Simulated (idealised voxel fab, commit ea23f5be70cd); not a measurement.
process module | voxel self aligned vias
cross-section cut | 290 nm wide | cells 5 nm
A cross-section is a grid of square cells, given in bands from the top down. A band is one or more rows of cells.
Each band's line starts with the height of the band's top and of its bottom, in nm. Then come its materials from left to right, each with its width in nm. One material with "throughout" fills the band from edge to edge. "air" is empty space.
Height 0 is the level under which the wafer as received is all one material. The lowest band goes on downwards, as in "0 down".
A width such as "30 to 40" changes by the same amount from each row of cells to the next, from the band's top row to its bottom row.
"no change" after a step means that no cell of the cross-section changed.
closed voids: empty space of 8 cells or more with no open way to the top, each as width x height at its distance from the left edge, in nm
after a step's settings: what the simulator itself notes on the step
overlay nm, on a step with a mask: how far to the right of its planned place the mask lay; to the left if negative
plan
1 op RECEIVE | material Si
2 op CONFORMAL_DEP | material SiO2 | thk nm 15
3 op CONFORMAL_DEP | material SiCN | thk nm 5
4 op DIRECTIONAL_DEP | material SiO2 | thk nm 30
5 op PATTERN | tone open | mask id LINES | material resist | width nm 30 | pitch nm 60 | thk nm 20 | overlay nm 0
6 op DIRECTIONAL_ETCH | etch materials SiO2 | depth nm 30
7 op STRIP | etch materials resist
8 op CONFORMAL_DEP | material TiN | thk nm 5
9 op FILL_DEP | material Ru | thk nm 5
10 op CMP | height nm 50
11 op SELECTIVE_ETCH | etch materials W Ru TiN | depth nm 10
12 op FILL_DEP | material SiN | thk nm 10
13 op CMP | height nm 50
14 op DIRECTIONAL_DEP | material SiO2 | thk nm 20
15 op PATTERN | tone open | mask id VIAS | material resist | width nm 40 | pitch nm 60 | thk nm 20 | overlay nm 0
16 op DIRECTIONAL_ETCH | etch materials SiO2 | depth nm 20
17 op DIRECTIONAL_ETCH | etch materials SiN | depth nm 10
18 op STRIP | etch materials resist
19 op CONFORMAL_DEP | material TiN | thk nm 5
20 op FILL_DEP | material Ru | thk nm 5
21 op CMP | height nm 70
22 op CONFORMAL_DEP | material SiN | thk nm 5
first wafer, as planned
as received, after step 1
  0 down: Si throughout
  closed voids: none
after step 2
  15 to 0: SiO2 throughout
  below 0: unchanged
after step 3
  20 to 15: SiCN throughout
  below 15: unchanged
after step 4
  50 to 20: SiO2 throughout
  below 20: unchanged
after step 5
  70 to 50: resist 100 | air 30 | resist 30 | air 30 | resist 100
  below 50: unchanged
after step 6
  70 to 50: resist 100 | air 30 | resist 30 | air 30 | resist 100
  50 to 20: SiO2 100 | air 30 | SiO2 30 | air 30 | SiO2 100
  below 20: unchanged
after step 7
  50 to 20: SiO2 100 | air 30 | SiO2 30 | air 30 | SiO2 100
  below 20: unchanged
after step 8
  55 to 50: TiN 105 | air 20 | TiN 40 | air 20 | TiN 105
  50 to 25: SiO2 100 | TiN 5 | air 20 | TiN 5 | SiO2 30 | TiN 5 | air 20 | TiN 5 | SiO2 100
  25 to 20: SiO2 100 | TiN 30 | SiO2 30 | TiN 30 | SiO2 100
  below 20: unchanged
after step 9
  60 to 55: Ru throughout
  55 to 50: TiN 105 | Ru 20 | TiN 40 | Ru 20 | TiN 105
  50 to 25: SiO2 100 | TiN 5 | Ru 20 | TiN 5 | SiO2 30 | TiN 5 | Ru 20 | TiN 5 | SiO2 100
  below 25: unchanged
after step 10
  50 to 25: SiO2 100 | TiN 5 | Ru 20 | TiN 5 | SiO2 30 | TiN 5 | Ru 20 | TiN 5 | SiO2 100
  below 25: unchanged
after step 11
  50 to 40: SiO2 100 | air 30 | SiO2 30 | air 30 | SiO2 100
  below 40: unchanged
after step 12
  60 to 50: SiN throughout
  50 to 40: SiO2 100 | SiN 30 | SiO2 30 | SiN 30 | SiO2 100
  below 40: unchanged
after step 13
  50 to 40: SiO2 100 | SiN 30 | SiO2 30 | SiN 30 | SiO2 100
  below 40: unchanged
after step 14
  70 to 50: SiO2 throughout
  below 50: unchanged
after step 15
  90 to 70: resist 95 | air 40 | resist 20 | air 40 | resist 95
  below 70: unchanged
after step 16
  90 to 70: resist 95 | air 40 | resist 20 | air 40 | resist 95
  70 to 50: SiO2 95 | air 40 | SiO2 20 | air 40 | SiO2 95
  below 50: unchanged
after step 17
  90 to 70: resist 95 | air 40 | resist 20 | air 40 | resist 95
  70 to 50: SiO2 95 | air 40 | SiO2 20 | air 40 | SiO2 95
  50 to 40: SiO2 100 | air 30 | SiO2 30 | air 30 | SiO2 100
  below 40: unchanged
after step 18
  70 to 50: SiO2 95 | air 40 | SiO2 20 | air 40 | SiO2 95
  below 50: unchanged
after step 19
  75 to 70: TiN 100 | air 30 | TiN 30 | air 30 | TiN 100
  70 to 55: SiO2 95 | TiN 5 | air 30 | TiN 5 | SiO2 20 | TiN 5 | air 30 | TiN 5 | SiO2 95
  55 to 45: SiO2 95 to 100 | TiN 10 to 5 | air 20 | TiN 10 to 5 | SiO2 20 to 30 | TiN 10 to 5 | air 20 | TiN 10 to 5 | SiO2 95 to 100
  45 to 40: SiO2 100 | TiN 30 | SiO2 30 | TiN 30 | SiO2 100
  below 40: unchanged
after step 20
  80 to 75: Ru throughout
  75 to 70: TiN 100 | Ru 30 | TiN 30 | Ru 30 | TiN 100
  70 to 55: SiO2 95 | TiN 5 | Ru 30 | TiN 5 | SiO2 20 | TiN 5 | Ru 30 | TiN 5 | SiO2 95
  55 to 45: SiO2 95 to 100 | TiN 10 to 5 | Ru 20 | TiN 10 to 5 | SiO2 20 to 30 | TiN 10 to 5 | Ru 20 | TiN 10 to 5 | SiO2 95 to 100
  below 45: unchanged
after step 21
  70 to 55: SiO2 95 | TiN 5 | Ru 30 | TiN 5 | SiO2 20 | TiN 5 | Ru 30 | TiN 5 | SiO2 95
  below 55: unchanged
after step 22
  75 to 70: SiN throughout
  below 70: unchanged
second wafer: like start, like plan, one mistake. Through step 14 it matches the first wafer
when step 15 should have ended
  90 to 70: resist 100 | air 30 | resist 30 | air 30 | resist 100
  below 70: unchanged
when step 16 should have ended
  90 to 70: resist 100 | air 30 | resist 30 | air 30 | resist 100
  70 to 50: SiO2 100 | air 30 | SiO2 30 | air 30 | SiO2 100
  below 50: unchanged
when step 17 should have ended
  90 to 70: resist 100 | air 30 | resist 30 | air 30 | resist 100
  70 to 40: SiO2 100 | air 30 | SiO2 30 | air 30 | SiO2 100
  below 40: unchanged
when step 18 should have ended
  70 to 40: SiO2 100 | air 30 | SiO2 30 | air 30 | SiO2 100
  below 40: unchanged
when step 19 should have ended
  75 to 70: TiN 105 | air 20 | TiN 40 | air 20 | TiN 105
  70 to 45: SiO2 100 | TiN 5 | air 20 | TiN 5 | SiO2 30 | TiN 5 | air 20 | TiN 5 | SiO2 100
  45 to 40: SiO2 100 | TiN 30 | SiO2 30 | TiN 30 | SiO2 100
  below 40: unchanged
when step 20 should have ended
  80 to 75: Ru throughout
  75 to 70: TiN 105 | Ru 20 | TiN 40 | Ru 20 | TiN 105
  70 to 45: SiO2 100 | TiN 5 | Ru 20 | TiN 5 | SiO2 30 | TiN 5 | Ru 20 | TiN 5 | SiO2 100
  below 45: unchanged
when step 21 should have ended
  70 to 45: SiO2 100 | TiN 5 | Ru 20 | TiN 5 | SiO2 30 | TiN 5 | Ru 20 | TiN 5 | SiO2 100
  below 45: unchanged
when step 22 should have ended
  75 to 70: SiN throughout
  below 70: unchanged
what went wrong: step 15 ran as: op PATTERN | tone open | mask id VIAS | material resist | width nm 30 | pitch nm 60 | thk nm 20 | overlay nm 0
at the end the second wafer has, in cells: 12 fewer of Ru | 16 more of SiO2 | 4 fewer of TiN
